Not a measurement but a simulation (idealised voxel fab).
The process module that follows is named voxel trench capacitor.
This is section cut - it's 160 nm across, gridded in 5 nm square cells.
Square cells in a grid make up a cross-section in this document, and the grid is given as bands, listed from the top down, each one or more rows of cells.
The band entry comprises the height of the band's top followed by the height of its bottom, expressed in nm, and subsequently the band's materials from left to right, each stated together with its width in nm. Where a single material is marked with the word "full width", that material fills the band from edge to edge. The word "air" represents empty space.
Measure heights from 0. That's the level where, below it, the as-received wafer is all one material. The lowest band is bottomless and extends downward; write it as in "0..down".
A width given as "30..40" starts at the first number in the band's top row and ends at the second number in its bottom row, shifting by an equal amount at every step from row to row.
Where the words "nothing changed" appear for a step, the cross-section shows no cell changed by that step; every cell remained as before.
Entry "Sealed cavities" = empty spaces >= 8 cells with no open way to the top; each as width x height at distance, distance from left edge, all nm.
The remark found on a step's line after its settings is issued by the simulator itself and pertains to that step.
The setting "overlay nm" may be written on the line of a step. When the step uses a mask, the value reports how far to the right of the planned place the mask lay, and a negative value reports that it lay to the left.
Below is the list of planned process steps:
1,op RECEIVE | material Si
2,op CONFORMAL_DEP | material SiN | thk nm 5
3,op PATTERN | tone open | mask id TRENCH | material resist | width nm 25 | pitch nm 40 | thk nm 15 | overlay nm 0
4,op DIRECTIONAL_ETCH | etch materials SiN | depth nm 5
5,op DIRECTIONAL_ETCH | etch materials Si | depth nm 25
6,op STRIP | etch materials resist
7,op CONFORMAL_DEP | material Al2O3 | thk nm 5
8,op CONFORMAL_DEP | material TiN | thk nm 5
9,op FILL_DEP | material W | thk nm 5
10,op CMP | height nm 5
First wafer, two in total, run as planned:
Wafer at receipt (post step 1), cross-section:
0..down: Si full width
Sealed cavities: none
How the wafer stands in section after step 2:
5..0: SiN full width
For the remainder of the cross-section, below 0, there is no change.
How the wafer stands in section after step 3:
20..5: 45 nm resist  25 nm air  15 nm resist  25 nm air  50 nm resist
For the remainder of the cross-section, below 5, there is no change.
How the wafer stands in section after step 4:
20..5: 45 nm resist  25 nm air  15 nm resist  25 nm air  50 nm resist
5..0: 45 nm SiN  25 nm air  15 nm SiN  25 nm air  50 nm SiN
For the remainder of the cross-section, below 0, there is no change.
How the wafer stands in section after step 5:
20..5: 45 nm resist  25 nm air  15 nm resist  25 nm air  50 nm resist
5..0: 45 nm SiN  25 nm air  15 nm SiN  25 nm air  50 nm SiN
0..-25: 45 nm Si  25 nm air  15 nm Si  25 nm air  50 nm Si
For the remainder of the cross-section, below -25, there is no change.
How the wafer stands in section after step 6:
5..0: 45 nm SiN  25 nm air  15 nm SiN  25 nm air  50 nm SiN
For the remainder of the cross-section, below 0, there is no change.
How the wafer stands in section after step 7:
10..5: 50 nm Al2O3  15 nm air  25 nm Al2O3  15 nm air  55 nm Al2O3
5..0: 45 nm SiN  5 nm Al2O3  15 nm air  5 nm Al2O3  15 nm SiN  5 nm Al2O3  15 nm air  5 nm Al2O3  50 nm SiN
0..-20: 45 nm Si  5 nm Al2O3  15 nm air  5 nm Al2O3  15 nm Si  5 nm Al2O3  15 nm air  5 nm Al2O3  50 nm Si
-20..-25: 45 nm Si  25 nm Al2O3  15 nm Si  25 nm Al2O3  50 nm Si
For the remainder of the cross-section, below -25, there is no change.
How the wafer stands in section after step 8:
15..10: 55 nm TiN  5 nm air  35 nm TiN  5 nm air  60 nm TiN
10..5: 50 nm Al2O3  5 nm TiN  5 nm air  5 nm TiN  25 nm Al2O3  5 nm TiN  5 nm air  5 nm TiN  55 nm Al2O3
5..0: 45 nm SiN  5 nm Al2O3  5 nm TiN  5 nm air  5 nm TiN  5 nm Al2O3  15 nm SiN  5 nm Al2O3  5 nm TiN  5 nm air  5 nm TiN  5 nm Al2O3  50 nm SiN
0..-15: 45 nm Si  5 nm Al2O3  5 nm TiN  5 nm air  5 nm TiN  5 nm Al2O3  15 nm Si  5 nm Al2O3  5 nm TiN  5 nm air  5 nm TiN  5 nm Al2O3  50 nm Si
-15..-20: 45 nm Si  5 nm Al2O3  15 nm TiN  5 nm Al2O3  15 nm Si  5 nm Al2O3  15 nm TiN  5 nm Al2O3  50 nm Si
For the remainder of the cross-section, below -20, there is no change.
How the wafer stands in section after step 9:
20..15: W full width
15..10: 55 nm TiN  5 nm W  35 nm TiN  5 nm W  60 nm TiN
10..5: 50 nm Al2O3  5 nm TiN  5 nm W  5 nm TiN  25 nm Al2O3  5 nm TiN  5 nm W  5 nm TiN  55 nm Al2O3
5..0: 45 nm SiN  5 nm Al2O3  5 nm TiN  5 nm W  5 nm TiN  5 nm Al2O3  15 nm SiN  5 nm Al2O3  5 nm TiN  5 nm W  5 nm TiN  5 nm Al2O3  50 nm SiN
0..-15: 45 nm Si  5 nm Al2O3  5 nm TiN  5 nm W  5 nm TiN  5 nm Al2O3  15 nm Si  5 nm Al2O3  5 nm TiN  5 nm W  5 nm TiN  5 nm Al2O3  50 nm Si
For the remainder of the cross-section, below -15, there is no change.
How the wafer stands in section after step 10:
5..0: 45 nm SiN  5 nm Al2O3  5 nm TiN  5 nm W  5 nm TiN  5 nm Al2O3  15 nm SiN  5 nm Al2O3  5 nm TiN  5 nm W  5 nm TiN  5 nm Al2O3  50 nm SiN
For the remainder of the cross-section, below 0, there is no change.
Second wafer, same starting conditions and recipe as the first, one mistake in executing it, nothing differs from the first up to and including step 6:
Second wafer profile in section, at the moment step 7 of the plan was meant to be complete:
10..5: 50 nm TiN  15 nm air  25 nm TiN  15 nm air  55 nm TiN
5..0: 45 nm SiN  5 nm TiN  15 nm air  5 nm TiN  15 nm SiN  5 nm TiN  15 nm air  5 nm TiN  50 nm SiN
0..-20: 45 nm Si  5 nm TiN  15 nm air  5 nm TiN  15 nm Si  5 nm TiN  15 nm air  5 nm TiN  50 nm Si
-20..-25: 45 nm Si  25 nm TiN  15 nm Si  25 nm TiN  50 nm Si
For the remainder of the cross-section, below -25, there is no change.
Second wafer profile in section, at the moment step 8 of the plan was meant to be complete:
15..10: 55 nm Al2O3  5 nm air  35 nm Al2O3  5 nm air  60 nm Al2O3
10..5: 50 nm TiN  5 nm Al2O3  5 nm air  5 nm Al2O3  25 nm TiN  5 nm Al2O3  5 nm air  5 nm Al2O3  55 nm TiN
5..0: 45 nm SiN  5 nm TiN  5 nm Al2O3  5 nm air  5 nm Al2O3  5 nm TiN  15 nm SiN  5 nm TiN  5 nm Al2O3  5 nm air  5 nm Al2O3  5 nm TiN  50 nm SiN
0..-15: 45 nm Si  5 nm TiN  5 nm Al2O3  5 nm air  5 nm Al2O3  5 nm TiN  15 nm Si  5 nm TiN  5 nm Al2O3  5 nm air  5 nm Al2O3  5 nm TiN  50 nm Si
-15..-20: 45 nm Si  5 nm TiN  15 nm Al2O3  5 nm TiN  15 nm Si  5 nm TiN  15 nm Al2O3  5 nm TiN  50 nm Si
For the remainder of the cross-section, below -20, there is no change.
Second wafer profile in section, at the moment step 9 of the plan was meant to be complete:
20..15: W full width
15..10: 55 nm Al2O3  5 nm W  35 nm Al2O3  5 nm W  60 nm Al2O3
10..5: 50 nm TiN  5 nm Al2O3  5 nm W  5 nm Al2O3  25 nm TiN  5 nm Al2O3  5 nm W  5 nm Al2O3  55 nm TiN
5..0: 45 nm SiN  5 nm TiN  5 nm Al2O3  5 nm W  5 nm Al2O3  5 nm TiN  15 nm SiN  5 nm TiN  5 nm Al2O3  5 nm W  5 nm Al2O3  5 nm TiN  50 nm SiN
0..-15: 45 nm Si  5 nm TiN  5 nm Al2O3  5 nm W  5 nm Al2O3  5 nm TiN  15 nm Si  5 nm TiN  5 nm Al2O3  5 nm W  5 nm Al2O3  5 nm TiN  50 nm Si
For the remainder of the cross-section, below -15, there is no change.
Second wafer profile in section, at the moment step 10 of the plan was meant to be complete:
5..0: 45 nm SiN  5 nm TiN  5 nm Al2O3  5 nm W  5 nm Al2O3  5 nm TiN  15 nm SiN  5 nm TiN  5 nm Al2O3  5 nm W  5 nm Al2O3  5 nm TiN  50 nm SiN
For the remainder of the cross-section, below 0, there is no change.
What went wrong in running the wafer? a sequencing error occurred in which plan steps 7 and 8 were transposed
It is noted that, at the conclusion of processing, the second wafer exhibits a higher or lower cell count for certain materials relative to the first: Al2O3 -8, TiN +8
